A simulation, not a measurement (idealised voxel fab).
Proc. module: voxel tone inversion
The cross-section shown here is cut; it is 145 nm wide and divided into square cells measuring 5 nm on a side.
If you're reading a cross-section in this doc, picture square cells in a grid; it comes to you as bands, top ones listed first down to the bottom, and a band can be one or more rows of cells. For a band, the entry starts with two heights in nm, that of the top and then that of the bottom, and carries on with the band's materials in order from left to right, each alongside its width in nm; the word "everywhere" beside a single material means it fills the band edge to edge, and "blank" means empty space. Height 0 is the level under which the wafer as received is all one material. The lowest band goes on downwards, as in "0 -> down". It should be noted that a width expressed as "30 to 40" varies in equal increments from row to row of cells within the band, taking the value of the first number at the top row and that of the second number at the bottom row. Reading "nothing changed" for a step: not a cell of the cross-section changed in it. "Internal closed voids" specifies each empty space that is not open to the top and that occupies no fewer than 8 cells, using the form width x height at distance, the distance measured from the left edge and all three quantities in nm. Heads up: the bit after the settings on a step's line is the simulator's remark on that step. The optional step-line setting "overlay nm" applies to steps with a mask and quantifies how far to the right of its planned location the mask lay, a negative value indicating leftward placement.
### Process steps - plan
1,RECEIVE,material Si
2,CONFORMAL_DEP,material SiCN,thk nm 10
3,DIRECTIONAL_DEP,material polySi,thk nm 15
4,PATTERN,tone cover,mask id POSTS,material resist,width nm 20,pitch nm 40,thk nm 25,overlay nm 0
5,DIRECTIONAL_ETCH,etch materials polySi,depth nm 15
6,STRIP,etch materials resist
7,FILL_DEP,material lowk,thk nm 5
8,CMP,height nm 25
9,STRIP,etch materials polySi
10,CONFORMAL_DEP,material TiN,thk nm 5
11,FILL_DEP,material Cu,thk nm 10
12,CMP,height nm 25
13,CONFORMAL_DEP,material SiN,thk nm 5
### Cross-section of the wafer as it came to us, i.e., already through step 1
  0 -> down: Si everywhere
  Internal closed voids: none
### First wafer of two, sectioned at end of module; run went per plan
  30 -> 25: SiN everywhere
  25 -> 15: 20 nm lowk | 5 nm TiN | 10 nm Cu | 5 nm TiN | 20 nm lowk | 5 nm TiN | 10 nm Cu | 5 nm TiN | 20 nm lowk | 5 nm TiN | 10 nm Cu | 5 nm TiN | 25 nm lowk
  15 -> 10: 20 nm lowk | 20 nm TiN | 20 nm lowk | 20 nm TiN | 20 nm lowk | 20 nm TiN | 25 nm lowk
  10 -> 0: SiCN everywhere
  0 -> down: Si everywhere
  Internal closed voids: none
### End of module, second wafer, cross-section. Started like the first, planned like the first, run with one mistake
  30 -> 25: SiN everywhere
  25 -> 15: 20 nm lowk | 5 nm TiN | 10 nm SiN | 5 nm TiN | 20 nm lowk | 5 nm TiN | 10 nm SiN | 5 nm TiN | 20 nm lowk | 5 nm TiN | 10 nm SiN | 5 nm TiN | 25 nm lowk
  15 -> 10: 20 nm lowk | 20 nm TiN | 20 nm lowk | 20 nm TiN | 20 nm lowk | 20 nm TiN | 25 nm lowk
  10 -> 0: SiCN everywhere
  0 -> down: Si everywhere
  Internal closed voids: none
Short version of what went wrong: rather than as planned, step 11 actually ran as FILL_DEP,material SiN,thk nm 10
At the finish, the second wafer shows more or fewer cells for some materials than the first does: Cu -12 | SiN +12
